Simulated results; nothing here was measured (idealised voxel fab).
process module | voxel quadruple lines
cross-section cut | 285 nm wide | cells 5 nm
A cross-section is a grid of square cells, given in bands from the top down. A band is one or more rows of cells.
Each band's line starts with the height of the band's top and of its bottom, in nm. Then come its materials from left to right, each with its width in nm. One material with "throughout" fills the band from edge to edge. "air" is empty space.
Height 0 is the level under which the wafer as received is all one material. The lowest band goes on downwards, as in "0 down".
A width such as "30 to 40" changes by the same amount from each row of cells to the next, from the band's top row to its bottom row.
"no change" after a step means that no cell of the cross-section changed.
closed voids: empty space of 8 cells or more with no open way to the top, each as width x height at its distance from the left edge, in nm
after a step's settings: what the simulator itself notes on the step
overlay nm, on a step with a mask: how far to the right of its planned place the mask lay; to the left if negative
plan
1 op RECEIVE | material Si
2 op CONFORMAL_DEP | material SiO2 | thk nm 10
3 op DIRECTIONAL_DEP | material TiN | thk nm 10
4 op DIRECTIONAL_DEP | material polySi | thk nm 15
5 op DIRECTIONAL_DEP | material aC | thk nm 25
6 op PATTERN | tone cover | mask id MANDREL | material resist | width nm 25 | thk nm 35 | overlay nm 0
7 op DIRECTIONAL_ETCH | etch materials aC | depth nm 25
8 op STRIP | etch materials resist
9 op CONFORMAL_DEP | material SiO2 | thk nm 15
10 op DIRECTIONAL_ETCH | etch materials SiO2 | depth nm 15
11 op STRIP | etch materials aC
12 op DIRECTIONAL_ETCH | etch materials polySi | depth nm 15
13 op STRIP | etch materials SiO2
14 op CONFORMAL_DEP | material SiN | thk nm 5
15 op DIRECTIONAL_ETCH | etch materials SiN | depth nm 5
16 op STRIP | etch materials polySi
17 op DIRECTIONAL_ETCH | etch materials TiN | depth nm 10
18 op STRIP | etch materials SiN
first wafer, as planned
as received, after step 1
  0 down: Si throughout
  closed voids: none
after step 2
  10 to 0: SiO2 throughout
  below 0: unchanged
after step 3
  20 to 10: TiN throughout
  below 10: unchanged
after step 4
  35 to 20: polySi throughout
  below 20: unchanged
after step 5
  60 to 35: aC throughout
  below 35: unchanged
after step 6
  95 to 60: air 130 | resist 25 | air 130
  below 60: unchanged
after step 7
  70 to 60: air 130 | resist 25 | air 130
  60 to 35: air 130 | aC 25 | air 130
  below 35: unchanged
after step 8
  60 to 35: air 130 | aC 25 | air 130
  below 35: unchanged
after step 9
  75 to 60: air 115 | SiO2 55 | air 115
  60 to 50: air 115 | SiO2 15 | aC 25 | SiO2 15 | air 115
  50 to 35: SiO2 130 | aC 25 | SiO2 130
  below 35: unchanged
after step 10
  60 to 35: air 115 | SiO2 15 | aC 25 | SiO2 15 | air 115
  below 35: unchanged
after step 11
  60 to 35: air 115 | SiO2 15 | air 25 | SiO2 15 | air 115
  below 35: unchanged
after step 12
  60 to 35: air 115 | SiO2 15 | air 25 | SiO2 15 | air 115
  35 to 20: air 115 | polySi 15 | air 25 | polySi 15 | air 115
  below 20: unchanged
after step 13
  35 to 20: air 115 | polySi 15 | air 25 | polySi 15 | air 115
  below 20: unchanged
after step 14
  40 to 35: air 110 | SiN 25 | air 15 | SiN 25 | air 110
  35 to 25: air 110 | SiN 5 | polySi 15 | SiN 5 | air 15 | SiN 5 | polySi 15 | SiN 5 | air 110
  25 to 20: SiN 115 | polySi 15 | SiN 25 | polySi 15 | SiN 115
  below 20: unchanged
after step 15
  35 to 20: air 110 | SiN 5 | polySi 15 | SiN 5 | air 15 | SiN 5 | polySi 15 | SiN 5 | air 110
  below 20: unchanged
after step 16
  35 to 20: air 110 | SiN 5 | air 15 | SiN 5 | air 15 | SiN 5 | air 15 | SiN 5 | air 110
  below 20: unchanged
after step 17
  35 to 20: air 110 | SiN 5 | air 15 | SiN 5 | air 15 | SiN 5 | air 15 | SiN 5 | air 110
  20 to 10: air 110 | TiN 5 | air 15 | TiN 5 | air 15 | TiN 5 | air 15 | TiN 5 | air 110
  below 10: unchanged
after step 18
  20 to 10: air 110 | TiN 5 | air 15 | TiN 5 | air 15 | TiN 5 | air 15 | TiN 5 | air 110
  below 10: unchanged
second wafer: like start, like plan, one mistake. Through step 1 it matches the first wafer
when step 2 should have ended: no change
when step 3 should have ended
  10 to 0: TiN throughout
  below 0: unchanged
when step 4 should have ended
  25 to 10: polySi throughout
  below 10: unchanged
when step 5 should have ended
  50 to 25: aC throughout
  below 25: unchanged
when step 6 should have ended
  85 to 50: air 130 | resist 25 | air 130
  below 50: unchanged
when step 7 should have ended
  60 to 50: air 130 | resist 25 | air 130
  50 to 25: air 130 | aC 25 | air 130
  below 25: unchanged
when step 8 should have ended
  50 to 25: air 130 | aC 25 | air 130
  below 25: unchanged
when step 9 should have ended
  65 to 50: air 115 | SiO2 55 | air 115
  50 to 40: air 115 | SiO2 15 | aC 25 | SiO2 15 | air 115
  40 to 25: SiO2 130 | aC 25 | SiO2 130
  below 25: unchanged
when step 10 should have ended
  50 to 25: air 115 | SiO2 15 | aC 25 | SiO2 15 | air 115
  below 25: unchanged
when step 11 should have ended
  50 to 25: air 115 | SiO2 15 | air 25 | SiO2 15 | air 115
  below 25: unchanged
when step 12 should have ended
  50 to 25: air 115 | SiO2 15 | air 25 | SiO2 15 | air 115
  25 to 10: air 115 | polySi 15 | air 25 | polySi 15 | air 115
  below 10: unchanged
when step 13 should have ended
  25 to 10: air 115 | polySi 15 | air 25 | polySi 15 | air 115
  below 10: unchanged
when step 14 should have ended
  30 to 25: air 110 | SiN 25 | air 15 | SiN 25 | air 110
  25 to 15: air 110 | SiN 5 | polySi 15 | SiN 5 | air 15 | SiN 5 | polySi 15 | SiN 5 | air 110
  15 to 10: SiN 115 | polySi 15 | SiN 25 | polySi 15 | SiN 115
  below 10: unchanged
when step 15 should have ended
  25 to 10: air 110 | SiN 5 | polySi 15 | SiN 5 | air 15 | SiN 5 | polySi 15 | SiN 5 | air 110
  below 10: unchanged
when step 16 should have ended
  25 to 10: air 110 | SiN 5 | air 15 | SiN 5 | air 15 | SiN 5 | air 15 | SiN 5 | air 110
  below 10: unchanged
when step 17 should have ended
  25 to 10: air 110 | SiN 5 | air 15 | SiN 5 | air 15 | SiN 5 | air 15 | SiN 5 | air 110
  10 to 0: air 110 | TiN 5 | air 15 | TiN 5 | air 15 | TiN 5 | air 15 | TiN 5 | air 110
  below 0: unchanged
when step 18 should have ended
  10 to 0: air 110 | TiN 5 | air 15 | TiN 5 | air 15 | TiN 5 | air 15 | TiN 5 | air 110
  below 0: unchanged
what went wrong: step 2 was left out
at the end the second wafer has, in cells: 114 fewer of SiO2
